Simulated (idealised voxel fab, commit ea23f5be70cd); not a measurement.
process module | voxel ribs on slabs
cross-section cut | 155 nm wide | cells 5 nm
A cross-section is a grid of square cells, given in bands from the top down. A band is one or more rows of cells.
Each band's line starts with the height of the band's top and of its bottom, in nm. Then come its materials from left to right, each with its width in nm. One material with "throughout" fills the band from edge to edge. "air" is empty space.
Height 0 is the level under which the wafer as received is all one material. The lowest band goes on downwards, as in "0 down".
A width such as "30 to 40" changes by the same amount from each row of cells to the next, from the band's top row to its bottom row.
"no change" after a step means that no cell of the cross-section changed.
closed voids: empty space of 8 cells or more with no open way to the top, each as width x height at its distance from the left edge, in nm
after a step's settings: what the simulator itself notes on the step
overlay nm, on a step with a mask: how far to the right of its planned place the mask lay; to the left if negative
plan
1 op RECEIVE | material Si
2 op DIRECTIONAL_DEP | material SiO2 | thk nm 20
3 op DIRECTIONAL_DEP | material polySi | thk nm 20
4 op PATTERN | tone cover | mask id RIB | material resist | width nm 15 | thk nm 15 | overlay nm -15
5 op DIRECTIONAL_ETCH | etch materials polySi | depth nm 5
6 op STRIP | etch materials resist
7 op MASKED_ETCH | tone cover | mask id SLAB | width nm 75 | etch materials polySi | depth nm 15 | overlay nm 0
8 op FILL_DEP | material SiO2 | thk nm 30
9 op CMP | height nm 60
10 op DIRECTIONAL_DEP | material W | thk nm 5
11 op DIRECTIONAL_DEP | material aC | thk nm 15
12 op PATTERN | tone cover | mask id HEATER | material resist | width nm 25 | thk nm 35 | overlay nm 0
13 op DIRECTIONAL_ETCH | etch materials aC | depth nm 15
14 op STRIP | etch materials resist
15 op DIRECTIONAL_ETCH | etch materials W | depth nm 5
16 op STRIP | etch materials aC
17 op CONFORMAL_DEP | material SiN | thk nm 10
varied across the wafers: overlay nm of step 4. The plan shows the first wafer's value. All wafers start alike
first wafer as received, after step 1
  0 down: Si throughout
  closed voids: none
each wafer at the end: cells of each material gained (+) or lost (-) since it was received, then its closed voids
overlay nm -15 | +66 SiN | +324 SiO2 | +5 W | +48 polySi | closed voids: none
overlay nm -10 | +66 SiN | +324 SiO2 | +5 W | +48 polySi | closed voids: none
overlay nm -5 | +66 SiN | +324 SiO2 | +5 W | +48 polySi | closed voids: none
overlay nm 0 | +66 SiN | +324 SiO2 | +5 W | +48 polySi | closed voids: none
overlay nm 5 | +66 SiN | +324 SiO2 | +5 W | +48 polySi | closed voids: none
overlay nm 10 | +66 SiN | +324 SiO2 | +5 W | +48 polySi | closed voids: none
overlay nm 15 | +66 SiN | +324 SiO2 | +5 W | +48 polySi | closed voids: none
